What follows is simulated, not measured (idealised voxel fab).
Presented below is a process module, voxel local oxidation.
Cross-section cut spans 210 nm and uses square cells 5 nm in size.
Cross-section spec: square-cell grid; bands listed top down; each band is one or more rows.
Read a band's entry like this: the first values are the height of its top and the height of its bottom in nm, and what follows is the sequence of materials from left to right, each with its width in nm. Note that "blank" is empty space, and that a single material marked "everywhere" reaches across the band from edge to edge.
Height datum 0, below which the as-received substrate wafer is one material. Lowest band open at the bottom, running downward: "0 and below".
Width spec "30 to 40" -> top row of cells at first value, bottom row at second value, equal per-row change in between.
"no modification" (step): cross-section cells unchanged, all of them.
"closed voids" lists enclosed empty spaces (at least 8 cells, no open path upward to the top), each as width x height at distance from the left edge, in nm.
Post-settings text on a step line: simulator's own remark regarding the step.
Regarding "overlay nm": on a step with a mask, it is the distance the mask lay to the right of its planned place; a negative value places it to the left.

Plan:
1: RECEIVE: material Si
2: OXIDIZE: depth nm 5
3: CONFORMAL_DEP: material SiN, thk nm 10
4: DIRECTIONAL_DEP: material aC, thk nm 15
5: PATTERN: tone cover, mask id ACTIVE, material resist, width nm 80, thk nm 30, overlay nm 0
6: DIRECTIONAL_ETCH: etch materials aC, depth nm 15
7: STRIP: etch materials resist
8: DIRECTIONAL_ETCH: etch materials SiN, depth nm 10
9: STRIP: etch materials aC
10: SELECTIVE_ETCH: etch materials SiO2, depth nm 5
11: OXIDIZE: depth nm 15
12: STRIP: etch materials SiN
Among the wafers covered here, the point of difference is the width nm at step 5; their starting state is shared, and the plan presents the value of the first wafer.

As-received cross-section, first of several wafers, post step 1:
0 and below  Si everywhere
closed voids: none

After the module's final step, step 12: the first of several wafers in cross-section:
0 down to -5  70 blank / 70 SiO2 / 70 blank
-5 down to -20  85 SiO2 / 40 Si / 85 SiO2
-20 and below  Si everywhere
closed voids: none

Cross-section of the last wafer at end of module:
0 down to -5  60 blank / 95 SiO2 / 55 blank
-5 down to -20  75 SiO2 / 65 Si / 70 SiO2
-20 and below  Si everywhere
closed voids: none

End of module, by wafer: material-by-material cell gain (+) or loss (-) since receipt, then closed voids:
width nm 80; -144 Si; +116 SiO2; closed voids: none
width nm 85; -141 Si; +114 SiO2; closed voids: none
width nm 90; -138 Si; +112 SiO2; closed voids: none
width nm 95; -135 Si; +110 SiO2; closed voids: none
width nm 100; -132 Si; +108 SiO2; closed voids: none
width nm 105; -129 Si; +106 SiO2; closed voids: none
